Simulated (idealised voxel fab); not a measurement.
This is a process module. Its name is voxel capacitor over wiring.
The cross-section on display is named cut; it measures 295 nm wide, and its cells are 5 nm squares.
Cross-section, as written here: a square-cell grid given band by band from the top down, where a band holds one or more rows of cells.
A band entry consists of two parts. The first gives the height of the band's top and the height of its bottom, in nm. The rest lists the band's materials from left to right, each with its width in nm. A single material labelled with the word "all across" fills the band from edge to edge, and the word "blank" marks empty space.
Height reference: 0 = level under which incoming wafer is all one material. Lowest band: no bottom, runs on downward, e.g. "0..down".
When a width is written as two numbers, as in "30..40", the first number is the width in the top row of cells of the band and the second is the width in its bottom row, and the width changes by the same amount from each row to the next.
Any step labelled "left unchanged" changed none of the cells in the cross-section.
In "Enclosed void inventory" the enclosed voids are listed, meaning empty spaces of 8 cells or larger without any opening to the top. The form is width x height at distance, distance from the left edge, units nm.
If you see something after the settings on a step's line, that's the simulator's own remark about that step.
A step line may carry the setting "overlay nm", which, for steps involving a mask, states the distance by which the mask lay to the right of its intended position; negative values denote displacement to the left.
Note on reading: below, each pair holds a cross-section from before one process step and one from after it; the one from after shows only down to the lowest band that changed. Beneath the pair, the step in between is stated along with its settings. The pairs can stem from different runs of this module on the same starting wafer. Where a pair's entry headed "Structure before processing" says so, and only there, that pair continues from the pair above it.

STRUCTURE BEFORE PROCESSING
- 80..70  blank: 95 | aC: 75 | blank: 125
- 70..65  blank: 90 | aC: 5 | TiN: 75 | aC: 5 | blank: 120
- 65..60  blank: 90 | aC: 5 | Al2O3: 75 | aC: 5 | blank: 120
- 60..55  blank: 90 | TiN: 85 | blank: 120
- 55..40  lowk: 95 | TiN: 5 | Ru: 5 | TiN: 5 | lowk: 185
- 40..35  SiCN: 95 | TiN: 15 | SiCN: 185
- 35..25  SiO2: 80 | SiCN: 5 | W: 25 | SiCN: 5 | SiO2: 60 | SiCN: 5 | W: 25 | SiCN: 5 | SiO2: 85
- 25..20  SiCN: 85 | TiN: 25 | SiCN: 70 | TiN: 25 | SiCN: 90
- 20..0  SiO2 all across
- 0..down  Si all across
- Enclosed void inventory: none

AFTER
- 70..65  blank: 95 | TiN: 75 | blank: 125
- 65..60  blank: 95 | Al2O3: 75 | blank: 125
- Rest of section, below 60: as before.
- Enclosed void inventory: none
The process step bridging the two cross-sections above: STRIP, etch materials aC

Structure before processing: the state before this step is the cross-section shown after the step in the pair just above.

AFTER
- 90..70  SiO2 all across
- 70..65  SiO2: 95 | TiN: 75 | SiO2: 125
- 65..60  SiO2: 95 | Al2O3: 75 | SiO2: 125
- 60..55  SiO2: 90 | TiN: 85 | SiO2: 120
- Rest of section, below 55: as before.
- Enclosed void inventory: none
The process step bridging the two cross-sections above: FILL_DEP, material SiO2, thk nm 20

Structure before processing: the state before this step is the cross-section shown after the step in the pair just above.

AFTER
- 85..70  SiO2 all across
- Rest of section, below 70: as before.
- Enclosed void inventory: none
The process step bridging the two cross-sections above: CMP, height nm 85

Structure before processing: the state before this step is the cross-section shown after the step in the pair just above.

AFTER
- 105..85  resist: 105 | blank: 15 | resist: 175
- Rest of section, below 85: as before.
- Enclosed void inventory: none
The process step bridging the two cross-sections above: PATTERN, tone open, mask id PLUG_2, material resist, width nm 15, thk nm 20, overlay nm 0

Structure before processing: the state before this step is the cross-section shown after the step in the pair just above.

AFTER
- 105..85  resist: 105 | blank: 15 | resist: 175
- 85..70  SiO2: 105 | blank: 15 | SiO2: 175
- Rest of section, below 70: as before.
- Enclosed void inventory: none
The process step bridging the two cross-sections above: DIRECTIONAL_ETCH, etch materials SiO2, depth nm 15

Structure before processing: the state before this step is the cross-section shown after the step in the pair just above.

AFTER
- 85..70  SiO2: 105 | blank: 15 | SiO2: 175
- Rest of section, below 70: as before.
- Enclosed void inventory: none
The process step bridging the two cross-sections above: STRIP, etch materials resist

Structure before processing: the state before this step is the cross-section shown after the step in the pair just above.

AFTER
- 90..85  TiN: 110 | blank: 5 | TiN: 180
- 85..75  SiO2: 105 | TiN: 5 | blank: 5 | TiN: 5 | SiO2: 175
- 75..65  SiO2: 105..95 | TiN: 15..75 | SiO2: 175..125
- Rest of section, below 65: as before.
- Enclosed void inventory: none
The process step bridging the two cross-sections above: CONFORMAL_DEP, material TiN, thk nm 5

Structure before processing: the state before this step is the cross-section shown after the step in the pair just above.

AFTER
- 95..90  W all across
- 90..85  TiN: 110 | W: 5 | TiN: 180
- 85..75  SiO2: 105 | TiN: 5 | W: 5 | TiN: 5 | SiO2: 175
- Rest of section, below 75: as before.
- Enclosed void inventory: none
The process step bridging the two cross-sections above: FILL_DEP, material W, thk nm 5

Structure before processing: the state before this step is the cross-section shown after the step in the pair just above.

AFTER
- 85..75  SiO2: 105 | TiN: 5 | W: 5 | TiN: 5 | SiO2: 175
- Rest of section, below 75: as before.
- Enclosed void inventory: none
The process step bridging the two cross-sections above: CMP, height nm 85

Structure before processing: the state before this step is the cross-section shown after the step in the pair just above.

AFTER
- 90..85  SiN all across
- Rest of section, below 85: as before.
- Enclosed void inventory: none
The process step bridging the two cross-sections above: CONFORMAL_DEP, material SiN, thk nm 5

STRUCTURE BEFORE PROCESSING
- 80..70  blank: 95 | aC: 75 | blank: 125
- 70..65  aC: 95 | TiN: 75 | aC: 125
- 65..60  aC: 95 | Al2O3: 75 | aC: 125
- 60..55  TiN all across
- 55..40  lowk: 95 | TiN: 5 | Ru: 5 | TiN: 5 | lowk: 185
- 40..35  SiCN: 95 | TiN: 15 | SiCN: 185
- 35..20  SiO2: 80 | SiCN: 5 | W: 25 | SiCN: 5 | SiO2: 60 | SiCN: 5 | W: 25 | SiCN: 5 | SiO2: 85
- 20..15  SiCN: 85 | TiN: 25 | SiCN: 70 | TiN: 25 | SiCN: 90
- 15..0  SiO2 all across
- 0..down  Si all across
- Enclosed void inventory: none

AFTER
- 105..80  blank: 95 | resist: 75 | blank: 125
- Rest of section, below 80: as before.
- Enclosed void inventory: none
The process step bridging the two cross-sections above: PATTERN, tone cover, mask id LOWER_PLATE, material resist, width nm 75, thk nm 25, overlay nm 0

Structure before processing: the state before this step is the cross-section shown after the step in the pair just above.

AFTER
- 95..80  blank: 95 | resist: 75 | blank: 125
- 80..70  blank: 95 | aC: 75 | blank: 125
- 70..65  blank: 95 | TiN: 75 | blank: 125
- 65..60  blank: 95 | Al2O3: 75 | blank: 125
- Rest of section, below 60: as before.
- Enclosed void inventory: none
The process step bridging the two cross-sections above: DIRECTIONAL_ETCH, etch materials aC, depth nm 10

Structure before processing: the state before this step is the cross-section shown after the step in the pair just above.

AFTER
- 80..70  blank: 95 | aC: 75 | blank: 125
- Rest of section, below 70: as before.
- Enclosed void inventory: none
The process step bridging the two cross-sections above: STRIP, etch materials resist

Structure before processing: the state before this step is the cross-section shown after the step in the pair just above.

AFTER
- 80..70  blank: 95 | aC: 75 | blank: 125
- 70..65  blank: 95 | TiN: 75 | blank: 125
- 65..60  blank: 95 | Al2O3: 75 | blank: 125
- 60..55  blank: 95 | TiN: 75 | blank: 125
- Rest of section, below 55: as before.
- Enclosed void inventory: none
The process step bridging the two cross-sections above: DIRECTIONAL_ETCH, etch materials TiN, depth nm 5

Structure before processing: the state before this step is the cross-section shown after the step in the pair just above.

AFTER
- 70..65  blank: 95 | TiN: 75 | blank: 125
- Rest of section, below 65: as before.
- Enclosed void inventory: none
The process step bridging the two cross-sections above: STRIP, etch materials aC

Structure before processing: the state before this step is the cross-section shown after the step in the pair just above.

AFTER
- 90..70  SiO2 all across
- 70..65  SiO2: 95 | TiN: 75 | SiO2: 125
- 65..60  SiO2: 95 | Al2O3: 75 | SiO2: 125
- 60..55  SiO2: 95 | TiN: 75 | SiO2: 125
- Rest of section, below 55: as before.
- Enclosed void inventory: none
The process step bridging the two cross-sections above: FILL_DEP, material SiO2, thk nm 20

Structure before processing: the state before this step is the cross-section shown after the step in the pair just above.

AFTER
- 85..70  SiO2 all across
- Rest of section, below 70: as before.
- Enclosed void inventory: none
The process step bridging the two cross-sections above: CMP, height nm 85

Structure before processing: the state before this step is the cross-section shown after the step in the pair just above.

AFTER
- 105..85  resist: 105 | blank: 15 | resist: 175
- Rest of section, below 85: as before.
- Enclosed void inventory: none
The process step bridging the two cross-sections above: PATTERN, tone open, mask id PLUG_2, material resist, width nm 15, thk nm 20, overlay nm 0

Structure before processing: the state before this step is the cross-section shown after the step in the pair just above.

AFTER
- 105..85  resist: 105 | blank: 15 | resist: 175
- 85..70  SiO2: 105 | blank: 15 | SiO2: 175
- Rest of section, below 70: as before.
- Enclosed void inventory: none
The process step bridging the two cross-sections above: DIRECTIONAL_ETCH, etch materials SiO2, depth nm 15

Structure before processing: the state before this step is the cross-section shown after the step in the pair just above.

AFTER
- 85..70  SiO2: 105 | blank: 15 | SiO2: 175
- Rest of section, below 70: as before.
- Enclosed void inventory: none
The process step bridging the two cross-sections above: STRIP, etch materials resist

Structure before processing: the state before this step is the cross-section shown after the step in the pair just above.

AFTER
- 90..85  TiN: 110 | blank: 5 | TiN: 180
- 85..75  SiO2: 105 | TiN: 5 | blank: 5 | TiN: 5 | SiO2: 175
- 75..65  SiO2: 105..95 | TiN: 15..75 | SiO2: 175..125
- Rest of section, below 65: as before.
- Enclosed void inventory: none
The process step bridging the two cross-sections above: CONFORMAL_DEP, material TiN, thk nm 5

Structure before processing: the state before this step is the cross-section shown after the step in the pair just above.

AFTER
- 95..90  W all across
- 90..85  TiN: 110 | W: 5 | TiN: 180
- 85..75  SiO2: 105 | TiN: 5 | W: 5 | TiN: 5 | SiO2: 175
- Rest of section, below 75: as before.
- Enclosed void inventory: none
The process step bridging the two cross-sections above: FILL_DEP, material W, thk nm 5

Structure before processing: the state before this step is the cross-section shown after the step in the pair just above.

AFTER
- 85..75  SiO2: 105 | TiN: 5 | W: 5 | TiN: 5 | SiO2: 175
- Rest of section, below 75: as before.
- Enclosed void inventory: none
The process step bridging the two cross-sections above: CMP, height nm 85

Structure before processing: the state before this step is the cross-section shown after the step in the pair just above.

AFTER
- 90..85  SiN all across
- Rest of section, below 85: as before.
- Enclosed void inventory: none
The process step bridging the two cross-sections above: CONFORMAL_DEP, material SiN, thk nm 5

STRUCTURE BEFORE PROCESSING
- 85..70  aC all across
- 70..65  TiN all across
- 65..60  Al2O3 all across
- 60..55  TiN all across
- 55..40  lowk: 95 | TiN: 5 | Ru: 5 | TiN: 5 | lowk: 185
- 40..35  SiCN: 95 | TiN: 15 | SiCN: 185
- 35..20  SiO2: 80 | SiCN: 5 | W: 25 | SiCN: 5 | SiO2: 60 | SiCN: 5 | W: 25 | SiCN: 5 | SiO2: 85
- 20..15  SiCN: 85 | TiN: 25 | SiCN: 70 | TiN: 25 | SiCN: 90
- 15..0  SiO2 all across
- 0..down  Si all across
- Enclosed void inventory: none

AFTER
- 120..85  blank: 105 | resist: 75 | blank: 115
- Rest of section, below 85: as before.
- Enclosed void inventory: none
The process step bridging the two cross-sections above: PATTERN, tone cover, mask id UPPER_PLATE, material resist, width nm 75, thk nm 35, overlay nm 10

Structure before processing: the state before this step is the cross-section shown after the step in the pair just above.

AFTER
- 105..85  blank: 105 | resist: 75 | blank: 115
- 85..70  blank: 105 | aC: 75 | blank: 115
- Rest of section, below 70: as before.
- Enclosed void inventory: none
The process step bridging the two cross-sections above: DIRECTIONAL_ETCH, etch materials aC, depth nm 15

Structure before processing: the state before this step is the cross-section shown after the step in the pair just above.

AFTER
- 85..70  blank: 105 | aC: 75 | blank: 115
- Rest of section, below 70: as before.
- Enclosed void inventory: none
The process step bridging the two cross-sections above: STRIP, etch materials resist

Structure before processing: the state before this step is the cross-section shown after the step in the pair just above.

AFTER
- 85..70  blank: 105 | aC: 75 | blank: 115
- 70..65  blank: 105 | TiN: 75 | blank: 115
- Rest of section, below 65: as before.
- Enclosed void inventory: none
The process step bridging the two cross-sections above: DIRECTIONAL_ETCH, etch materials TiN, depth nm 5

Structure before processing: the state before this step is the cross-section shown after the step in the pair just above.

AFTER
- 85..70  blank: 105 | aC: 75 | blank: 115
- 70..65  blank: 105 | TiN: 75 | blank: 115
- 65..60  blank: 105 | Al2O3: 75 | blank: 115
- Rest of section, below 60: as before.
- Enclosed void inventory: none
The process step bridging the two cross-sections above: DIRECTIONAL_ETCH, etch materials Al2O3, depth nm 5

Structure before processing: the state before this step is the cross-section shown after the step in the pair just above.

AFTER
- 70..65  blank: 105 | TiN: 75 | blank: 115
- Rest of section, below 65: as before.
- Enclosed void inventory: none
The process step bridging the two cross-sections above: STRIP, etch materials aC

Structure before processing: the state before this step is the cross-section shown after the step in the pair just above.

AFTER
- 80..70  blank: 105 | aC: 75 | blank: 115
- 70..65  aC: 105 | TiN: 75 | aC: 115
- 65..60  aC: 105 | Al2O3: 75 | aC: 115
- Rest of section, below 60: as before.
- Enclosed void inventory: none
The process step bridging the two cross-sections above: DIRECTIONAL_DEP, material aC, thk nm 10

Structure before processing: the state before this step is the cross-section shown after the step in the pair just above.

AFTER
- 105..80  blank: 90 | resist: 85 | blank: 120
- 80..70  blank: 90 | resist: 15 | aC: 75 | blank: 115
- Rest of section, below 70: as before.
- Enclosed void inventory: none
The process step bridging the two cross-sections above: PATTERN, tone cover, mask id LOWER_PLATE, material resist, width nm 85, thk nm 25, overlay nm 0

Structure before processing: the state before this step is the cross-section shown after the step in the pair just above.

AFTER
- 95..80  blank: 90 | resist: 85 | blank: 120
- 80..70  blank: 90 | resist: 15 | aC: 70 | blank: 120
- 70..65  blank: 90 | aC: 15 | TiN: 75 | blank: 115
- 65..60  blank: 90 | aC: 15 | Al2O3: 75 | blank: 115
- Rest of section, below 60: as before.
- Enclosed void inventory: none
The process step bridging the two cross-sections above: DIRECTIONAL_ETCH, etch materials aC, depth nm 10

Structure before processing: the state before this step is the cross-section shown after the step in the pair just above.

AFTER
- 80..70  blank: 105 | aC: 70 | blank: 120
- Rest of section, below 70: as before.
- Enclosed void inventory: none
The process step bridging the two cross-sections above: STRIP, etch materials resist

Structure before processing: the state before this step is the cross-section shown after the step in the pair just above.

AFTER
- 80..70  blank: 105 | aC: 70 | blank: 120
- 70..65  blank: 90 | aC: 15 | TiN: 70 | blank: 120
- 65..60  blank: 90 | aC: 15 | Al2O3: 75 | blank: 115
- 60..55  blank: 90 | TiN: 90 | blank: 115
- Rest of section, below 55: as before.
- Enclosed void inventory: none
The process step bridging the two cross-sections above: DIRECTIONAL_ETCH, etch materials TiN, depth nm 5

Structure before processing: the state before this step is the cross-section shown after the step in the pair just above.

AFTER
- 70..65  blank: 105 | TiN: 70 | blank: 120
- 65..60  blank: 105 | Al2O3: 75 | blank: 115
- Rest of section, below 60: as before.
- Enclosed void inventory: none
The process step bridging the two cross-sections above: STRIP, etch materials aC

Structure before processing: the state before this step is the cross-section shown after the step in the pair just above.

AFTER
- 90..70  SiO2 all across
- 70..65  SiO2: 105 | TiN: 70 | SiO2: 120
- 65..60  SiO2: 105 | Al2O3: 75 | SiO2: 115
- 60..55  SiO2: 90 | TiN: 90 | SiO2: 115
- Rest of section, below 55: as before.
- Enclosed void inventory: none
The process step bridging the two cross-sections above: FILL_DEP, material SiO2, thk nm 20

Structure before processing: the state before this step is the cross-section shown after the step in the pair just above.

AFTER
- 85..70  SiO2 all across
- Rest of section, below 70: as before.
- Enclosed void inventory: none
The process step bridging the two cross-sections above: CMP, height nm 85

Structure before processing: the state before this step is the cross-section shown after the step in the pair just above.

AFTER
- 105..85  resist: 105 | blank: 15 | resist: 175
- Rest of section, below 85: as before.
- Enclosed void inventory: none
The process step bridging the two cross-sections above: PATTERN, tone open, mask id PLUG_2, material resist, width nm 15, thk nm 20, overlay nm 0

Structure before processing: the state before this step is the cross-section shown after the step in the pair just above.

AFTER
- 105..85  resist: 105 | blank: 15 | resist: 175
- 85..70  SiO2: 105 | blank: 15 | SiO2: 175
- Rest of section, below 70: as before.
- Enclosed void inventory: none
The process step bridging the two cross-sections above: DIRECTIONAL_ETCH, etch materials SiO2, depth nm 15

Structure before processing: the state before this step is the cross-section shown after the step in the pair just above.

AFTER
- 85..70  SiO2: 105 | blank: 15 | SiO2: 175
- Rest of section, below 70: as before.
- Enclosed void inventory: none
The process step bridging the two cross-sections above: STRIP, etch materials resist

Structure before processing: the state before this step is the cross-section shown after the step in the pair just above.

AFTER
- 90..85  TiN: 110 | blank: 5 | TiN: 180
- 85..75  SiO2: 105 | TiN: 5 | blank: 5 | TiN: 5 | SiO2: 175
- 75..65  SiO2: 105 | TiN: 15..70 | SiO2: 175..120
- Rest of section, below 65: as before.
- Enclosed void inventory: none
The process step bridging the two cross-sections above: CONFORMAL_DEP, material TiN, thk nm 5

Structure before processing: the state before this step is the cross-section shown after the step in the pair just above.

AFTER
- 95..90  W all across
- 90..85  TiN: 110 | W: 5 | TiN: 180
- 85..75  SiO2: 105 | TiN: 5 | W: 5 | TiN: 5 | SiO2: 175
- Rest of section, below 75: as before.
- Enclosed void inventory: none
The process step bridging the two cross-sections above: FILL_DEP, material W, thk nm 5

Structure before processing: the state before this step is the cross-section shown after the step in the pair just above.

AFTER
- 85..75  SiO2: 105 | TiN: 5 | W: 5 | TiN: 5 | SiO2: 175
- Rest of section, below 75: as before.
- Enclosed void inventory: none
The process step bridging the two cross-sections above: CMP, height nm 85

Structure before processing: the state before this step is the cross-section shown after the step in the pair just above.

AFTER
- 90..85  SiN all across
- Rest of section, below 85: as before.
- Enclosed void inventory: none
The process step bridging the two cross-sections above: CONFORMAL_DEP, material SiN, thk nm 5

STRUCTURE BEFORE PROCESSING
- 55..40  lowk: 95 | blank: 15 | lowk: 185
- 40..35  SiCN: 95 | blank: 15 | SiCN: 185
- 35..20  SiO2: 80 | SiCN: 5 | W: 25 | SiCN: 5 | SiO2: 60 | SiCN: 5 | W: 25 | SiCN: 5 | SiO2: 85
- 20..15  SiCN: 85 | TiN: 25 | SiCN: 70 | TiN: 25 | SiCN: 90
- 15..0  SiO2 all across
- 0..down  Si all across
- Enclosed void inventory: none

AFTER
- 60..55  SiN: 100 | blank: 5 | SiN: 190
- 55..40  lowk: 95 | SiN: 5 | blank: 5 | SiN: 5 | lowk: 185
- 40..35  SiCN: 95 | SiN: 15 | SiCN: 185
- Rest of section, below 35: as before.
- Enclosed void inventory: none
The process step bridging the two cross-sections above: CONFORMAL_DEP, material SiN, thk nm 5

Structure before processing: the state before this step is the cross-section shown after the step in the pair just above.

AFTER
- 65..60  Ru all across
- 60..55  SiN: 100 | Ru: 5 | SiN: 190
- 55..40  lowk: 95 | SiN: 5 | Ru: 5 | SiN: 5 | lowk: 185
- Rest of section, below 40: as before.
- Enclosed void inventory: none
The process step bridging the two cross-sections above: FILL_DEP, material Ru, thk nm 5

Structure before processing: the state before this step is the cross-section shown after the step in the pair just above.

AFTER
- 55..40  lowk: 95 | SiN: 5 | Ru: 5 | SiN: 5 | lowk: 185
- Rest of section, below 40: as before.
- Enclosed void inventory: none
The process step bridging the two cross-sections above: CMP, height nm 55

Structure before processing: the state before this step is the cross-section shown after the step in the pair just above.

AFTER
- 60..55  TiN all across
- Rest of section, below 55: as before.
- Enclosed void inventory: none
The process step bridging the two cross-sections above: DIRECTIONAL_DEP, material TiN, thk nm 5

Structure before processing: the state before this step is the cross-section shown after the step in the pair just above.

AFTER
- 65..60  Al2O3 all across
- Rest of section, below 60: as before.
- Enclosed void inventory: none
The process step bridging the two cross-sections above: DIRECTIONAL_DEP, material Al2O3, thk nm 5

Structure before processing: the state before this step is the cross-section shown after the step in the pair just above.

AFTER
- 70..65  TiN all across
- Rest of section, below 65: as before.
- Enclosed void inventory: none
The process step bridging the two cross-sections above: DIRECTIONAL_DEP, material TiN, thk nm 5

Structure before processing: the state before this step is the cross-section shown after the step in the pair just above.

AFTER
- 85..70  aC all across
- Rest of section, below 70: as before.
- Enclosed void inventory: none
The process step bridging the two cross-sections above: DIRECTIONAL_DEP, material aC, thk nm 15

Structure before processing: the state before this step is the cross-section shown after the step in the pair just above.

AFTER
- 120..85  blank: 95 | resist: 75 | blank: 125
- Rest of section, below 85: as before.
- Enclosed void inventory: none
The process step bridging the two cross-sections above: PATTERN, tone cover, mask id UPPER_PLATE, material resist, width nm 75, thk nm 35, overlay nm 0

Structure before processing: the state before this step is the cross-section shown after the step in the pair just above.

AFTER
- 105..85  blank: 95 | resist: 75 | blank: 125
- 85..70  blank: 95 | aC: 75 | blank: 125
- Rest of section, below 70: as before.
- Enclosed void inventory: none
The process step bridging the two cross-sections above: DIRECTIONAL_ETCH, etch materials aC, depth nm 15

Structure before processing: the state before this step is the cross-section shown after the step in the pair just above.

AFTER
- 85..70  blank: 95 | aC: 75 | blank: 125
- Rest of section, below 70: as before.
- Enclosed void inventory: none
The process step bridging the two cross-sections above: STRIP, etch materials resist

Structure before processing: the state before this step is the cross-section shown after the step in the pair just above.

AFTER
- 85..70  blank: 95 | aC: 75 | blank: 125
- 70..65  blank: 95 | TiN: 75 | blank: 125
- Rest of section, below 65: as before.
- Enclosed void inventory: none
The process step bridging the two cross-sections above: DIRECTIONAL_ETCH, etch materials TiN, depth nm 5

Structure before processing: the state before this step is the cross-section shown after the step in the pair just above.

AFTER
- 85..70  blank: 95 | aC: 75 | blank: 125
- 70..65  blank: 95 | TiN: 75 | blank: 125
- 65..60  blank: 95 | Al2O3: 75 | blank: 125
- Rest of section, below 60: as before.
- Enclosed void inventory: none
The process step bridging the two cross-sections above: DIRECTIONAL_ETCH, etch materials Al2O3, depth nm 5

Structure before processing: the state before this step is the cross-section shown after the step in the pair just above.

AFTER
- 70..65  blank: 95 | TiN: 75 | blank: 125
- Rest of section, below 65: as before.
- Enclosed void inventory: none
The process step bridging the two cross-sections above: STRIP, etch materials aC

Structure before processing: the state before this step is the cross-section shown after the step in the pair just above.

AFTER
- 80..70  blank: 95 | aC: 75 | blank: 125
- 70..65  aC: 95 | TiN: 75 | aC: 125
- 65..60  aC: 95 | Al2O3: 75 | aC: 125
- Rest of section, below 60: as before.
- Enclosed void inventory: none
The process step bridging the two cross-sections above: DIRECTIONAL_DEP, material aC, thk nm 10

Structure before processing: the state before this step is the cross-section shown after the step in the pair just above.

AFTER
- 105..80  blank: 90 | resist: 85 | blank: 120
- 80..70  blank: 90 | resist: 5 | aC: 75 | resist: 5 | blank: 120
- Rest of section, below 70: as before.
- Enclosed void inventory: none
The process step bridging the two cross-sections above: PATTERN, tone cover, mask id LOWER_PLATE, material resist, width nm 85, thk nm 25, overlay nm 0

Structure before processing: the state before this step is the cross-section shown after the step in the pair just above.

AFTER
- 95..80  blank: 90 | resist: 85 | blank: 120
- 80..70  blank: 90 | resist: 5 | aC: 75 | resist: 5 | blank: 120
- 70..65  blank: 90 | aC: 5 | TiN: 75 | aC: 5 | blank: 120
- 65..60  blank: 90 | aC: 5 | Al2O3: 75 | aC: 5 | blank: 120
- Rest of section, below 60: as before.
- Enclosed void inventory: none
The process step bridging the two cross-sections above: DIRECTIONAL_ETCH, etch materials aC, depth nm 10

Structure before processing: the state before this step is the cross-section shown after the step in the pair just above.

AFTER
- 80..70  blank: 95 | aC: 75 | blank: 125
- Rest of section, below 70: as before.
- Enclosed void inventory: none
The process step bridging the two cross-sections above: STRIP, etch materials resist

Structure before processing: the state before this step is the cross-section shown after the step in the pair just above.

AFTER
- 80..70  blank: 95 | aC: 75 | blank: 125
- 70..65  blank: 90 | aC: 5 | TiN: 75 | aC: 5 | blank: 120
- 65..60  blank: 90 | aC: 5 | Al2O3: 75 | aC: 5 | blank: 120
- 60..55  blank: 90 | TiN: 85 | blank: 120
- Rest of section, below 55: as before.
- Enclosed void inventory: none
The process step bridging the two cross-sections above: DIRECTIONAL_ETCH, etch materials TiN, depth nm 5

Structure before processing: the state before this step is the cross-section shown after the step in the pair just above.

AFTER
- 70..65  blank: 95 | TiN: 75 | blank: 125
- 65..60  blank: 95 | Al2O3: 75 | blank: 125
- Rest of section, below 60: as before.
- Enclosed void inventory: none
The process step bridging the two cross-sections above: STRIP, etch materials aC

Structure before processing: the state before this step is the cross-section shown after the step in the pair just above.

AFTER
- 90..70  SiO2 all across
- 70..65  SiO2: 95 | TiN: 75 | SiO2: 125
- 65..60  SiO2: 95 | Al2O3: 75 | SiO2: 125
- 60..55  SiO2: 90 | TiN: 85 | SiO2: 120
- Rest of section, below 55: as before.
- Enclosed void inventory: none
The process step bridging the two cross-sections above: FILL_DEP, material SiO2, thk nm 20

Structure before processing: the state before this step is the cross-section shown after the step in the pair just above.

AFTER
- 85..70  SiO2 all across
- Rest of section, below 70: as before.
- Enclosed void inventory: none
The process step bridging the two cross-sections above: CMP, height nm 85

Structure before processing: the state before this step is the cross-section shown after the step in the pair just above.

AFTER
- 105..85  resist: 105 | blank: 15 | resist: 175
- Rest of section, below 85: as before.
- Enclosed void inventory: none
The process step bridging the two cross-sections above: PATTERN, tone open, mask id PLUG_2, material resist, width nm 15, thk nm 20, overlay nm 0

Structure before processing: the state before this step is the cross-section shown after the step in the pair just above.

AFTER
- 105..85  resist: 105 | blank: 15 | resist: 175
- 85..70  SiO2: 105 | blank: 15 | SiO2: 175
- Rest of section, below 70: as before.
- Enclosed void inventory: none
The process step bridging the two cross-sections above: DIRECTIONAL_ETCH, etch materials SiO2, depth nm 15

Structure before processing: the state before this step is the cross-section shown after the step in the pair just above.

AFTER
- 85..70  SiO2: 105 | blank: 15 | SiO2: 175
- Rest of section, below 70: as before.
- Enclosed void inventory: none
The process step bridging the two cross-sections above: STRIP, etch materials resist

Structure before processing: the state before this step is the cross-section shown after the step in the pair just above.

AFTER
- 90..85  TiN: 110 | blank: 5 | TiN: 180
- 85..75  SiO2: 105 | TiN: 5 | blank: 5 | TiN: 5 | SiO2: 175
- 75..65  SiO2: 105..95 | TiN: 15..75 | SiO2: 175..125
- Rest of section, below 65: as before.
- Enclosed void inventory: none
The process step bridging the two cross-sections above: CONFORMAL_DEP, material TiN, thk nm 5

Structure before processing: the state before this step is the cross-section shown after the step in the pair just above.

AFTER
- 95..90  W all across
- 90..85  TiN: 110 | W: 5 | TiN: 180
- 85..75  SiO2: 105 | TiN: 5 | W: 5 | TiN: 5 | SiO2: 175
- Rest of section, below 75: as before.
- Enclosed void inventory: none
The process step bridging the two cross-sections above: FILL_DEP, material W, thk nm 5

Structure before processing: the state before this step is the cross-section shown after the step in the pair just above.

AFTER
- 85..75  SiO2: 105 | TiN: 5 | W: 5 | TiN: 5 | SiO2: 175
- Rest of section, below 75: as before.
- Enclosed void inventory: none
The process step bridging the two cross-sections above: CMP, height nm 85

Structure before processing: the state before this step is the cross-section shown after the step in the pair just above.

AFTER
- 90..85  SiN all across
- Rest of section, below 85: as before.
- Enclosed void inventory: none
The process step bridging the two cross-sections above: CONFORMAL_DEP, material SiN, thk nm 5

STRUCTURE BEFORE PROCESSING
- 35..20  W all across
- 20..15  TiN all across
- 15..0  SiO2 all across
- 0..down  Si all across
- Enclosed void inventory: none

AFTER
- 50..35  resist: 85 | blank: 25 | resist: 70 | blank: 25 | resist: 90
- Rest of section, below 35: as before.
- Enclosed void inventory: none
The process step bridging the two cross-sections above: PATTERN, tone open, mask id METAL_1, material resist, width nm 25, pitch nm 95, thk nm 15, overlay nm 0

Structure before processing: the state before this step is the cross-section shown after the step in the pair just above.

AFTER
- 50..35  resist: 85 | blank: 25 | resist: 70 | blank: 25 | resist: 90
- 35..20  W: 85 | blank: 25 | W: 70 | blank: 25 | W: 90
- Rest of section, below 20: as before.
- Enclosed void inventory: none
The process step bridging the two cross-sections above: DIRECTIONAL_ETCH, etch materials W, depth nm 15

Structure before processing: the state before this step is the cross-section shown after the step in the pair just above.

AFTER
- 50..35  resist: 85 | blank: 25 | resist: 70 | blank: 25 | resist: 90
- 35..20  W: 85 | blank: 25 | W: 70 | blank: 25 | W: 90
- 20..15  TiN: 85 | blank: 25 | TiN: 70 | blank: 25 | TiN: 90
- Rest of section, below 15: as before.
- Enclosed void inventory: none
The process step bridging the two cross-sections above: DIRECTIONAL_ETCH, etch materials TiN, depth nm 5

Structure before processing: the state before this step is the cross-section shown after the step in the pair just above.

AFTER
- 35..20  W: 85 | blank: 25 | W: 70 | blank: 25 | W: 90
- Rest of section, below 20: as before.
- Enclosed void inventory: none
The process step bridging the two cross-sections above: STRIP, etch materials resist

Structure before processing: the state before this step is the cross-section shown after the step in the pair just above.

AFTER
- 40..35  SiCN: 90 | blank: 15 | SiCN: 80 | blank: 15 | SiCN: 95
- 35..20  W: 85 | SiCN: 5 | blank: 15 | SiCN: 5 | W: 70 | SiCN: 5 | blank: 15 | SiCN: 5 | W: 90
- 20..15  TiN: 85 | SiCN: 25 | TiN: 70 | SiCN: 25 | TiN: 90
- Rest of section, below 15: as before.
- Enclosed void inventory: none
The process step bridging the two cross-sections above: CONFORMAL_DEP, material SiCN, thk nm 5

Structure before processing: the state before this step is the cross-section shown after the step in the pair just above.

AFTER
- 45..40  SiO2 all across
- 40..35  SiCN: 90 | SiO2: 15 | SiCN: 80 | SiO2: 15 | SiCN: 95
- 35..20  W: 85 | SiCN: 5 | SiO2: 15 | SiCN: 5 | W: 70 | SiCN: 5 | SiO2: 15 | SiCN: 5 | W: 90
- Rest of section, below 20: as before.
- Enclosed void inventory: none
The process step bridging the two cross-sections above: FILL_DEP, material SiO2, thk nm 5

Structure before processing: the state before this step is the cross-section shown after the step in the pair just above.

AFTER
- 35..20  W: 85 | SiCN: 5 | SiO2: 15 | SiCN: 5 | W: 70 | SiCN: 5 | SiO2: 15 | SiCN: 5 | W: 90
- Rest of section, below 20: as before.
- Enclosed void inventory: none
The process step bridging the two cross-sections above: CMP, height nm 35

Structure before processing: the state before this step is the cross-section shown after the step in the pair just above.

AFTER
- 40..35  SiCN all across
- Rest of section, below 35: as before.
- Enclosed void inventory: none
The process step bridging the two cross-sections above: CONFORMAL_DEP, material SiCN, thk nm 5

Structure before processing: the state before this step is the cross-section shown after the step in the pair just above.

AFTER
- 55..40  lowk all across
- Rest of section, below 40: as before.
- Enclosed void inventory: none
The process step bridging the two cross-sections above: DIRECTIONAL_DEP, material lowk, thk nm 15
